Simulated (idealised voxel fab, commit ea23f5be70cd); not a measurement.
Module name: voxel self aligned vias (process module)
This is section cut - it's 235 nm across, gridded in 5 nm square cells.
Cross-section format: a grid of square cells, given as bands from top to bottom; each band is one or more rows of cells.
Quick guide to a band line: top height, bottom height (nm) up front; then every material left to right with its width in nm. Only one material and it's marked "edge to edge"? Then it fills the band edge to edge. And "air" just means empty space.
Where do heights start? At 0: under that level the wafer as delivered is made of one material only. And the lowest band has no floor; it just carries on downward, as in "0 nm and below".
The expression "30..40" gives the width at the extremes of the band, the first number at its top row of cells and the second at its bottom row, with the width changing by equal amounts from each row to the next in between.
No cell of the cross-section changed in a step that is given as "everything unchanged".
"Non-vented voids": empty spaces of 8 cells or more with no open way to the top, each given as width x height at distance, distance from the left edge, all in nm.
Where a step's line continues beyond its settings, the continuation is a remark by the simulator itself on that step.
Regarding "overlay nm": on a step with a mask, it is the distance the mask lay to the right of its planned place; a negative value places it to the left.
[The following list gives the planned process steps]
1. RECEIVE,material Si
2. CONFORMAL_DEP,material SiO2,thk nm 10
3. CONFORMAL_DEP,material SiCN,thk nm 5
4. DIRECTIONAL_DEP,material lowk,thk nm 20
5. PATTERN,tone open,mask id LINES,material resist,width nm 20,pitch nm 60,thk nm 20,overlay nm 0
6. DIRECTIONAL_ETCH,etch materials lowk,depth nm 20
7. STRIP,etch materials resist
8. CONFORMAL_DEP,material TiN,thk nm 5
9. FILL_DEP,material W,thk nm 5
10. CMP,height nm 35
11. SELECTIVE_ETCH,etch materials W Ru TiN,depth nm 10
12. FILL_DEP,material SiN,thk nm 10
13. CMP,height nm 35
14. DIRECTIONAL_DEP,material lowk,thk nm 15
15. PATTERN,tone open,mask id VIAS,material resist,width nm 40,pitch nm 60,thk nm 20,overlay nm 0
16. DIRECTIONAL_ETCH,etch materials lowk,depth nm 15
17. DIRECTIONAL_ETCH,etch materials SiN,depth nm 10
18. STRIP,etch materials resist
19. CONFORMAL_DEP,material TiN,thk nm 5
20. FILL_DEP,material W,thk nm 5
21. CMP,height nm 50
22. CONFORMAL_DEP,material SiCN,thk nm 5
[Cross-sectional view of the wafer in its as-received condition, corresponding to the state after step 1]
- 0 nm and below: Si edge to edge
- Non-vented voids: none
[End-of-module cross-section of the first of two wafers, processed as planned]
- 55 nm to 50 nm: SiCN edge to edge
- 50 nm to 40 nm: lowk (35); TiN (5); W (30); TiN (5); lowk (20); TiN (5); W (30); TiN (5); lowk (20); TiN (5); W (30); TiN (5); lowk (40)
- 40 nm to 30 nm: lowk (35..45); TiN (15..5); W (10); TiN (15..5); lowk (20..40); TiN (15..5); W (10); TiN (15..5); lowk (20..40); TiN (15..5); W (10); TiN (15..5); lowk (40..50)
- 30 nm to 25 nm: lowk (45); TiN (20); lowk (40); TiN (20); lowk (40); TiN (20); lowk (50)
- 25 nm to 20 nm: lowk (45); TiN (5); W (10); TiN (5); lowk (40); TiN (5); W (10); TiN (5); lowk (40); TiN (5); W (10); TiN (5); lowk (50)
- 20 nm to 15 nm: lowk (45); TiN (20); lowk (40); TiN (20); lowk (40); TiN (20); lowk (50)
- 15 nm to 10 nm: SiCN edge to edge
- 10 nm to 0 nm: SiO2 edge to edge
- 0 nm and below: Si edge to edge
- Non-vented voids: none
[End of module, second wafer, cross-section. Started like the first, planned like the first, run with one mistake]
- 55 nm to 50 nm: SiCN edge to edge
- 50 nm to 30 nm: lowk (35); TiN (5); W (30); TiN (5); lowk (20); TiN (5); W (30); TiN (5); lowk (20); TiN (5); W (30); TiN (5); lowk (40)
- 30 nm to 25 nm: lowk (35); TiN (40); lowk (20); TiN (40); lowk (20); TiN (40); lowk (40)
- 25 nm to 20 nm: lowk (35); TiN (15); W (10); TiN (15); lowk (20); TiN (15); W (10); TiN (15); lowk (20); TiN (15); W (10); TiN (15); lowk (40)
- 20 nm to 15 nm: lowk (45); TiN (20); lowk (40); TiN (20); lowk (40); TiN (20); lowk (50)
- 15 nm to 10 nm: SiCN edge to edge
- 10 nm to 0 nm: SiO2 edge to edge
- 0 nm and below: Si edge to edge
- Non-vented voids: none
Plan not followed: the plan's step 16 ran twice
End check, counted in cells, second wafer has more or fewer of these materials than the first: TiN: 12 more; W: 24 more; lowk: 36 fewer
